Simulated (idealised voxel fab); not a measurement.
process module | voxel released beams
cross-section cut | 215 nm wide | cells 5 nm
A cross-section is a grid of square cells, given in bands from the top down. A band is one or more rows of cells.
Each band's line starts with the height of the band's top and of its bottom, in nm. Then come its materials from left to right, each with its width in nm. One material with "throughout" fills the band from edge to edge. "air" is empty space.
Height 0 is the level under which the wafer as received is all one material. The lowest band goes on downwards, as in "0 down".
A width such as "30 to 40" changes by the same amount from each row of cells to the next, from the band's top row to its bottom row.
"no change" after a step means that no cell of the cross-section changed.
closed voids: empty space of 8 cells or more with no open way to the top, each as width x height at its distance from the left edge, in nm
after a step's settings: what the simulator itself notes on the step
overlay nm, on a step with a mask: how far to the right of its planned place the mask lay; to the left if negative
plan
1 op RECEIVE | material Si
2 op CONFORMAL_DEP | material SiN | thk nm 10
3 op DIRECTIONAL_DEP | material SiO2 | thk nm 15
4 op PATTERN | tone open | mask id ANCHOR | material resist | width nm 45 | thk nm 15 | overlay nm 0
5 op DIRECTIONAL_ETCH | etch materials SiO2 | depth nm 15
6 op STRIP | etch materials resist
7 op CONFORMAL_DEP | material W | thk nm 15
8 op MASKED_ETCH | tone cover | mask id BEAM | width nm 90 | etch materials W | depth nm 15 | overlay nm -15
9 op STRIP | etch materials SiO2
varied across the wafers: overlay nm of step 8. The plan shows the first wafer's value. All wafers start alike
first wafer as received, after step 1
  0 down: Si throughout
  closed voids: none
each wafer at the end: cells of each material gained (+) or lost (-) since it was received, then its closed voids
overlay nm -15 | +86 SiN | +72 W | closed voids: none
overlay nm -10 | +86 SiN | +72 W | closed voids: none
overlay nm -5 | +86 SiN | +72 W | closed voids: none
overlay nm 0 | +86 SiN | +72 W | closed voids: none
overlay nm 5 | +86 SiN | +72 W | closed voids: none
overlay nm 10 | +86 SiN | +72 W | closed voids: none
overlay nm 15 | +86 SiN | +72 W | closed voids: none
